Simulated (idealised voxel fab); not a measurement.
Name of the process module below: voxel capacitor over wiring
Square cells of 5 nm make up the cross-section cut, whose width is 240 nm.
Format of a cross-section: grid, square cells. Given as bands. Order: top down. Band: one or more rows of cells.
Heights first: top, then bottom, in nm. Then materials, left to right, each with a width in nm. "all across" on a single material: fills the band edge to edge. "empty": empty space.
We count height from 0. Below that, the starting wafer is all one material. The lowest band never ends at the bottom but goes on down; see "0..down" for how that is written.
Width spec "30 to 40" -> top row of cells at first value, bottom row at second value, equal per-row change in between.
"nothing was modified" after a step means that no cell of the cross-section changed.
Empty spaces counting at least 8 cells and having no open way to the top are listed in "Closed cavities". The notation width x height at distance is used for each, the distance being from the left edge and all three values in nm.
after a step's settings: what the simulator itself notes on the step
A step's line can hold "overlay nm"; with a mask on that step, the setting says how far right of the planned place the mask lay, while a negative setting says it lay to the left.
-- The steps planned for the process are as follows
1) op RECEIVE | material Si
2) op CONFORMAL_DEP | material SiO2 | thk nm 15
3) op CONFORMAL_DEP | material SiCN | thk nm 5
4) op DIRECTIONAL_DEP | material lowk | thk nm 15
5) op PATTERN | tone open | mask id METAL_1 | material resist | width nm 20 | pitch nm 70 | thk nm 20 | overlay nm 0
6) op DIRECTIONAL_ETCH | etch materials lowk | depth nm 15
7) op DIRECTIONAL_ETCH | etch materials SiCN | depth nm 5
8) op STRIP | etch materials resist
9) op CONFORMAL_DEP | material TiN | thk nm 5
10) op FILL_DEP | material Cu | thk nm 10
11) op CMP | height nm 35
12) op CONFORMAL_DEP | material SiCN | thk nm 5
13) op DIRECTIONAL_DEP | material lowk | thk nm 15
14) op MASKED_ETCH | tone open | mask id PLUG_1 | width nm 15 | etch materials lowk | depth nm 15 | overlay nm 0
15) op MASKED_ETCH | tone open | mask id PLUG_1 | width nm 15 | etch materials SiCN | depth nm 5 | overlay nm 0
16) op CONFORMAL_DEP | material TiN | thk nm 5
17) op FILL_DEP | material Cu | thk nm 10
18) op CMP | height nm 55
19) op DIRECTIONAL_DEP | material TiN | thk nm 5
20) op DIRECTIONAL_DEP | material HfO2 | thk nm 5
21) op DIRECTIONAL_DEP | material TiN | thk nm 5
22) op PATTERN | tone cover | mask id UPPER_PLATE | material resist | width nm 55 | thk nm 15 | overlay nm 0
23) op DIRECTIONAL_ETCH | etch materials TiN | depth nm 5
24) op DIRECTIONAL_ETCH | etch materials HfO2 | depth nm 5
25) op STRIP | etch materials resist
26) op DIRECTIONAL_DEP | material aC | thk nm 15
27) op PATTERN | tone cover | mask id LOWER_PLATE | material resist | width nm 65 | thk nm 30 | overlay nm 0
28) op DIRECTIONAL_ETCH | etch materials aC | depth nm 15
29) op STRIP | etch materials resist
30) op DIRECTIONAL_ETCH | etch materials TiN | depth nm 5
31) op STRIP | etch materials aC
32) op FILL_DEP | material SiO2 | thk nm 15
33) op CMP | height nm 80
34) op MASKED_ETCH | tone open | mask id PLUG_2 | width nm 15 | etch materials SiO2 | depth nm 10 | overlay nm 0
35) op CONFORMAL_DEP | material TiN | thk nm 5
36) op FILL_DEP | material Ru | thk nm 10
37) op CMP | height nm 80
38) op CONFORMAL_DEP | material SiN | thk nm 5
-- First out of two wafers; run went to plan
-- Cross-section of the wafer upon arrival, representing the state reached after step 1
> 0..down  Si all across
> Closed cavities: none
-- Cross-sectional representation of the wafer at the conclusion of step 2
> 15..0  SiO2 all across
> Anything lower than 0 is untouched.
-- Cross-sectional representation of the wafer at the conclusion of step 3
> 20..15  SiCN all across
> Anything lower than 15 is untouched.
-- Cross-sectional representation of the wafer at the conclusion of step 4
> 35..20  lowk all across
> Anything lower than 20 is untouched.
-- Cross-sectional representation of the wafer at the conclusion of step 5
> 55..35  resist=75  empty=20  resist=50  empty=20  resist=75
> Anything lower than 35 is untouched.
-- Cross-sectional representation of the wafer at the conclusion of step 6
> 55..35  resist=75  empty=20  resist=50  empty=20  resist=75
> 35..20  lowk=75  empty=20  lowk=50  empty=20  lowk=75
> Anything lower than 20 is untouched.
-- Cross-sectional representation of the wafer at the conclusion of step 7
> 55..35  resist=75  empty=20  resist=50  empty=20  resist=75
> 35..20  lowk=75  empty=20  lowk=50  empty=20  lowk=75
> 20..15  SiCN=75  empty=20  SiCN=50  empty=20  SiCN=75
> Anything lower than 15 is untouched.
-- Cross-sectional representation of the wafer at the conclusion of step 8
> 35..20  lowk=75  empty=20  lowk=50  empty=20  lowk=75
> Anything lower than 20 is untouched.
-- Cross-sectional representation of the wafer at the conclusion of step 9
> 40..35  TiN=80  empty=10  TiN=60  empty=10  TiN=80
> 35..20  lowk=75  TiN=5  empty=10  TiN=5  lowk=50  TiN=5  empty=10  TiN=5  lowk=75
> 20..15  SiCN=75  TiN=20  SiCN=50  TiN=20  SiCN=75
> Anything lower than 15 is untouched.
-- Cross-sectional representation of the wafer at the conclusion of step 10
> 50..40  Cu all across
> 40..35  TiN=80  Cu=10  TiN=60  Cu=10  TiN=80
> 35..20  lowk=75  TiN=5  Cu=10  TiN=5  lowk=50  TiN=5  Cu=10  TiN=5  lowk=75
> Anything lower than 20 is untouched.
-- Cross-sectional representation of the wafer at the conclusion of step 11
> 35..20  lowk=75  TiN=5  Cu=10  TiN=5  lowk=50  TiN=5  Cu=10  TiN=5  lowk=75
> Anything lower than 20 is untouched.
-- Cross-sectional representation of the wafer at the conclusion of step 12
> 40..35  SiCN all across
> Anything lower than 35 is untouched.
-- Cross-sectional representation of the wafer at the conclusion of step 13
> 55..40  lowk all across
> Anything lower than 40 is untouched.
-- Cross-sectional representation of the wafer at the conclusion of step 14
> 55..40  lowk=80  empty=15  lowk=145
> Anything lower than 40 is untouched.
-- Cross-sectional representation of the wafer at the conclusion of step 15
> 55..40  lowk=80  empty=15  lowk=145
> 40..35  SiCN=80  empty=15  SiCN=145
> Anything lower than 35 is untouched.
-- Cross-sectional representation of the wafer at the conclusion of step 16
> 60..55  TiN=85  empty=5  TiN=150
> 55..40  lowk=80  TiN=5  empty=5  TiN=5  lowk=145
> 40..35  SiCN=80  TiN=15  SiCN=145
> Anything lower than 35 is untouched.
-- Cross-sectional representation of the wafer at the conclusion of step 17
> 70..60  Cu all across
> 60..55  TiN=85  Cu=5  TiN=150
> 55..40  lowk=80  TiN=5  Cu=5  TiN=5  lowk=145
> Anything lower than 40 is untouched.
-- Cross-sectional representation of the wafer at the conclusion of step 18
> 55..40  lowk=80  TiN=5  Cu=5  TiN=5  lowk=145
> Anything lower than 40 is untouched.
-- Cross-sectional representation of the wafer at the conclusion of step 19
> 60..55  TiN all across
> Anything lower than 55 is untouched.
-- Cross-sectional representation of the wafer at the conclusion of step 20
> 65..60  HfO2 all across
> Anything lower than 60 is untouched.
-- Cross-sectional representation of the wafer at the conclusion of step 21
> 70..65  TiN all across
> Anything lower than 65 is untouched.
-- Cross-sectional representation of the wafer at the conclusion of step 22
> 85..70  empty=80  resist=55  empty=105
> Anything lower than 70 is untouched.
-- Cross-sectional representation of the wafer at the conclusion of step 23
> 85..70  empty=80  resist=55  empty=105
> 70..65  empty=80  TiN=55  empty=105
> Anything lower than 65 is untouched.
-- Cross-sectional representation of the wafer at the conclusion of step 24
> 85..70  empty=80  resist=55  empty=105
> 70..65  empty=80  TiN=55  empty=105
> 65..60  empty=80  HfO2=55  empty=105
> Anything lower than 60 is untouched.
-- Cross-sectional representation of the wafer at the conclusion of step 25
> 70..65  empty=80  TiN=55  empty=105
> Anything lower than 65 is untouched.
-- Cross-sectional representation of the wafer at the conclusion of step 26
> 85..75  empty=80  aC=55  empty=105
> 75..70  aC all across
> 70..65  aC=80  TiN=55  aC=105
> 65..60  aC=80  HfO2=55  aC=105
> Anything lower than 60 is untouched.
-- Cross-sectional representation of the wafer at the conclusion of step 27
> 115..85  empty=75  resist=65  empty=100
> 85..75  empty=75  resist=5  aC=55  resist=5  empty=100
> Anything lower than 75 is untouched.
-- Cross-sectional representation of the wafer at the conclusion of step 28
> 100..85  empty=75  resist=65  empty=100
> 85..75  empty=75  resist=5  aC=55  resist=5  empty=100
> 75..70  empty=75  aC=65  empty=100
> 70..65  empty=75  aC=5  TiN=55  aC=5  empty=100
> 65..60  empty=75  aC=5  HfO2=55  aC=5  empty=100
> Anything lower than 60 is untouched.
-- Cross-sectional representation of the wafer at the conclusion of step 29
> 85..75  empty=80  aC=55  empty=105
> Anything lower than 75 is untouched.
-- Cross-sectional representation of the wafer at the conclusion of step 30
> 85..75  empty=80  aC=55  empty=105
> 75..70  empty=75  aC=65  empty=100
> 70..65  empty=75  aC=5  TiN=55  aC=5  empty=100
> 65..60  empty=75  aC=5  HfO2=55  aC=5  empty=100
> 60..55  empty=75  TiN=65  empty=100
> Anything lower than 55 is untouched.
-- Cross-sectional representation of the wafer at the conclusion of step 31
> 70..65  empty=80  TiN=55  empty=105
> 65..60  empty=80  HfO2=55  empty=105
> Anything lower than 60 is untouched.
-- Cross-sectional representation of the wafer at the conclusion of step 32
> 85..70  SiO2 all across
> 70..65  SiO2=80  TiN=55  SiO2=105
> 65..60  SiO2=80  HfO2=55  SiO2=105
> 60..55  SiO2=75  TiN=65  SiO2=100
> Anything lower than 55 is untouched.
-- Cross-sectional representation of the wafer at the conclusion of step 33
> 80..70  SiO2 all across
> Anything lower than 70 is untouched.
-- Cross-sectional representation of the wafer at the conclusion of step 34
> 80..70  SiO2=90  empty=15  SiO2=135
> Anything lower than 70 is untouched.
-- Cross-sectional representation of the wafer at the conclusion of step 35
> 85..80  TiN=95  empty=5  TiN=140
> 80..75  SiO2=90  TiN=5  empty=5  TiN=5  SiO2=135
> 75..65  SiO2=90 to 80  TiN=15 to 55  SiO2=135 to 105
> Anything lower than 65 is untouched.
-- Cross-sectional representation of the wafer at the conclusion of step 36
> 95..85  Ru all across
> 85..80  TiN=95  Ru=5  TiN=140
> 80..75  SiO2=90  TiN=5  Ru=5  TiN=5  SiO2=135
> Anything lower than 75 is untouched.
-- Cross-sectional representation of the wafer at the conclusion of step 37
> 80..75  SiO2=90  TiN=5  Ru=5  TiN=5  SiO2=135
> Anything lower than 75 is untouched.
-- Cross-sectional representation of the wafer at the conclusion of step 38
> 85..80  SiN all across
> Anything lower than 80 is untouched.
-- Okay, second wafer. Nothing different at the start, nothing different in the plan, just one mistake somewhere in the running. As far as step 33, counting that step, it's the first wafer all over again
-- Cross-sectional representation of the second wafer at the time designated in the plan for the completion of step 34
> 80..70  empty=90  SiO2=15  empty=135
> Anything lower than 70 is untouched.
-- Cross-sectional representation of the second wafer at the time designated in the plan for the completion of step 35
> 85..80  empty=85  TiN=25  empty=130
> 80..75  empty=85  TiN=5  SiO2=15  TiN=5  empty=130
> 75..70  TiN=90  SiO2=15  TiN=135
> Anything lower than 70 is untouched.
-- Cross-sectional representation of the second wafer at the time designated in the plan for the completion of step 36
> 95..85  Ru all across
> 85..80  Ru=85  TiN=25  Ru=130
> 80..75  Ru=85  TiN=5  SiO2=15  TiN=5  Ru=130
> Anything lower than 75 is untouched.
-- Cross-sectional representation of the second wafer at the time designated in the plan for the completion of step 37
> 80..75  Ru=85  TiN=5  SiO2=15  TiN=5  Ru=130
> Anything lower than 75 is untouched.
-- Cross-sectional representation of the second wafer at the time designated in the plan for the completion of step 38
> 85..80  SiN all across
> Anything lower than 80 is untouched.
Diagnosis: not per plan at step 34, really ran op MASKED_ETCH | tone cover | mask id PLUG_2 | width nm 15 | etch materials SiO2 | depth nm 10 | overlay nm 0
Looking at both finished wafers in cells, the second ends up ahead of or behind the first on some materials: 42 more of Ru, 84 fewer of SiO2, 42 more of TiN
